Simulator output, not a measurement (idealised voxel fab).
Title: Process Module voxel capacitor over wiring
220 nm wide, 5 nm square cells: that's cross-section cut.
We lay out every cross-section as a grid of square cells and spell it out in bands from the top down, where one band means one or more rows of cells. In this notation a band is specified by the heights of its top and bottom, in that order and in nm, after which its materials appear from left to right, each paired with its width in nm. The word "everywhere" attached to a single material means that material fills the band from edge to edge; the word "empty" stands for empty space. Counting heights begins at 0, where everything beneath is, in the wafer as received, one material. The lowest band has no bottom; it goes on downwards, as "0 -> down" shows. You'd read "30 to 40" like this: the band's top row of cells is as wide as the first number, its bottom row is as wide as the second, and going down, every row changes width by the same amount as the row before did. The designation "no change", where it is given for a processing step, indicates that no cell of the cross-section was altered in the course of that step. Voids not open to the top, 8 cells minimum: see "Completely enclosed voids". Written width x height at distance; distance is from the left edge; nm. That trailing text on a step's line, after the settings, is the simulator's own remark on the step. On any step carrying a mask, the "overlay nm" setting, if present on the step's line, tells how far right of its planned place the mask lay; negative values point to the left.
Planned step list for the process:
1: RECEIVE, material Si
2: CONFORMAL_DEP, material SiO2, thk nm 15
3: DIRECTIONAL_DEP, material TiN, thk nm 5
4: DIRECTIONAL_DEP, material W, thk nm 15
5: DIRECTIONAL_DEP, material aC, thk nm 15
6: PATTERN, tone cover, mask id METAL_1, material resist, width nm 30, pitch nm 90, thk nm 30, overlay nm 0
7: DIRECTIONAL_ETCH, etch materials aC, depth nm 15
8: STRIP, etch materials resist
9: DIRECTIONAL_ETCH, etch materials W, depth nm 15
10: DIRECTIONAL_ETCH, etch materials TiN, depth nm 5
11: STRIP, etch materials aC
12: CONFORMAL_DEP, material SiN, thk nm 5
13: FILL_DEP, material SiO2, thk nm 5
14: CMP, height nm 35
15: CONFORMAL_DEP, material SiCN, thk nm 5
16: DIRECTIONAL_DEP, material SiO2, thk nm 15
17: PATTERN, tone open, mask id PLUG_1, material resist, width nm 15, thk nm 15, overlay nm 0
18: DIRECTIONAL_ETCH, etch materials SiO2, depth nm 15
19: DIRECTIONAL_ETCH, etch materials SiCN, depth nm 5
20: STRIP, etch materials resist
21: CONFORMAL_DEP, material TiN, thk nm 5
22: FILL_DEP, material Cu, thk nm 10
23: CMP, height nm 55
24: DIRECTIONAL_DEP, material TiN, thk nm 10
25: DIRECTIONAL_DEP, material Al2O3, thk nm 5
26: DIRECTIONAL_DEP, material TiN, thk nm 5
27: PATTERN, tone cover, mask id UPPER_PLATE, material resist, width nm 65, thk nm 15, overlay nm 0
28: DIRECTIONAL_ETCH, etch materials TiN, depth nm 5
29: DIRECTIONAL_ETCH, etch materials Al2O3, depth nm 5
30: STRIP, etch materials resist
31: DIRECTIONAL_DEP, material aC, thk nm 10
32: PATTERN, tone cover, mask id LOWER_PLATE, material resist, width nm 75, thk nm 25, overlay nm 0
33: DIRECTIONAL_ETCH, etch materials aC, depth nm 10
34: STRIP, etch materials resist
35: DIRECTIONAL_ETCH, etch materials TiN, depth nm 10
36: STRIP, etch materials aC
37: FILL_DEP, material SiO2, thk nm 20
38: CMP, height nm 90
39: MASKED_ETCH, tone open, mask id PLUG_2, width nm 15, etch materials SiO2, depth nm 15, overlay nm 0
40: CONFORMAL_DEP, material TiN, thk nm 5
41: FILL_DEP, material W, thk nm 5
42: CMP, height nm 90
43: CONFORMAL_DEP, material SiCN, thk nm 5
Cross-section of the wafer upon arrival, representing the state reached after step 1:
> 0 -> down = Si everywhere
> Completely enclosed voids: none
The first of two wafers, cross-sectioned at the end of the module, with the run proceeding as planned:
> 95 -> 90 = SiCN everywhere
> 90 -> 80 = 75 nm SiO2  5 nm TiN  5 nm W  5 nm TiN  130 nm SiO2
> 80 -> 70 = 75 to 65 nm SiO2  15 to 65 nm TiN  130 to 90 nm SiO2
> 70 -> 65 = 65 nm SiO2  65 nm Al2O3  90 nm SiO2
> 65 -> 55 = 60 nm SiO2  75 nm TiN  85 nm SiO2
> 55 -> 40 = 65 nm SiO2  5 nm TiN  5 nm Cu  5 nm TiN  140 nm SiO2
> 40 -> 35 = 65 nm SiCN  15 nm TiN  140 nm SiCN
> 35 -> 20 = 45 nm SiO2  5 nm SiN  30 nm W  5 nm SiN  50 nm SiO2  5 nm SiN  30 nm W  5 nm SiN  45 nm SiO2
> 20 -> 15 = 50 nm SiN  30 nm TiN  60 nm SiN  30 nm TiN  50 nm SiN
> 15 -> 0 = SiO2 everywhere
> 0 -> down = Si everywhere
> Completely enclosed voids: none
End of module, second wafer, cross-section. Started like the first, planned like the first, run with one mistake:
> 95 -> 90 = SiCN everywhere
> 90 -> 80 = 75 nm SiO2  5 nm TiN  5 nm W  5 nm TiN  130 nm SiO2
> 80 -> 70 = 75 to 65 nm SiO2  15 to 65 nm TiN  130 to 90 nm SiO2
> 70 -> 65 = 65 nm SiO2  65 nm Al2O3  90 nm SiO2
> 65 -> 55 = 60 nm SiO2  75 nm TiN  85 nm SiO2
> 55 -> 40 = 65 nm SiO2  5 nm TiN  5 nm Cu  5 nm TiN  140 nm SiO2
> 40 -> 35 = 65 nm SiCN  15 nm TiN  140 nm SiCN
> 35 -> 30 = 50 nm SiN  30 nm TiN  60 nm SiN  30 nm TiN  50 nm SiN
> 30 -> 0 = SiO2 everywhere
> 0 -> down = Si everywhere
> Completely enclosed voids: none
Deviation from plan: the plan had its step 2 run twice
at the end the second wafer has, in cells: SiN -12; SiO2 +48; W -36
